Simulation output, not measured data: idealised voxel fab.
process module | voxel air gaps
cross-section cut | 180 nm wide | cells 5 nm
A cross-section is a grid of square cells, given in bands from the top down. A band is one or more rows of cells.
Each band's line starts with the height of the band's top and of its bottom, in nm. Then come its materials from left to right, each with its width in nm. One material with "throughout" fills the band from edge to edge. "air" is empty space.
Height 0 is the level under which the wafer as received is all one material. The lowest band goes on downwards, as in "0 down".
A width such as "30 to 40" changes by the same amount from each row of cells to the next, from the band's top row to its bottom row.
"no change" after a step means that no cell of the cross-section changed.
closed voids: empty space of 8 cells or more with no open way to the top, each as width x height at its distance from the left edge, in nm
after a step's settings: what the simulator itself notes on the step
overlay nm, on a step with a mask: how far to the right of its planned place the mask lay; to the left if negative
plan
1 op RECEIVE | material Si
2 op CONFORMAL_DEP | material SiO2 | thk nm 15
3 op CONFORMAL_DEP | material SiN | thk nm 5
4 op DIRECTIONAL_DEP | material SiO2 | thk nm 40
5 op PATTERN | tone open | mask id LINES | material resist | width nm 15 | pitch nm 45 | thk nm 20 | overlay nm 0
6 op DIRECTIONAL_ETCH | etch materials SiO2 | depth nm 40
7 op STRIP | etch materials resist
8 op CONFORMAL_DEP | material TiN | thk nm 5
9 op FILL_DEP | material W | thk nm 5
10 op CMP | height nm 60
11 op EPI | material Ru | thk nm 10
12 op SELECTIVE_ETCH | etch materials SiO2 | depth nm 50
13 op CONFORMAL_DEP | material SiCN | thk nm 5
as received, after step 1
  0 down: Si throughout
  closed voids: none
first wafer at the end, as planned
  75 to 70: air 20 | SiCN 135 | air 25
  70 to 60: air 20 | SiCN 5 | Ru 35 | SiCN 10 | Ru 35 | SiCN 10 | Ru 35 | SiCN 5 | air 25
  60 to 55: air 20 | SiCN 15 | TiN 5 | W 5 | TiN 5 | SiCN 30 | TiN 5 | W 5 | TiN 5 | SiCN 30 | TiN 5 | W 5 | TiN 5 | SiCN 15 | air 25
  55 to 25: air 30 | SiCN 5 | TiN 5 | W 5 | TiN 5 | SiCN 5 | air 20 | SiCN 5 | TiN 5 | W 5 | TiN 5 | SiCN 5 | air 20 | SiCN 5 | TiN 5 | W 5 | TiN 5 | SiCN 5 | air 35
  25 to 20: SiCN 35 | TiN 15 | SiCN 30 | TiN 15 | SiCN 30 | TiN 15 | SiCN 40
  20 to 15: SiN throughout
  15 to 0: SiO2 throughout
  0 down: Si throughout
  closed voids: 20 x 30 at 55; 20 x 30 at 100
second wafer at the end: like start, like plan, one mistake
  65 to 60: SiCN throughout
  60 to 55: SiN throughout
  55 to 0: SiO2 throughout
  0 down: Si throughout
  closed voids: none
what went wrong: steps 3 and 4 were swapped
at the end the second wafer has, in cells: 42 fewer of Ru | 84 fewer of SiCN | 288 more of SiO2 | 51 fewer of TiN | 21 fewer of W
closed voids at the end (first wafer, second wafer): 2, 0
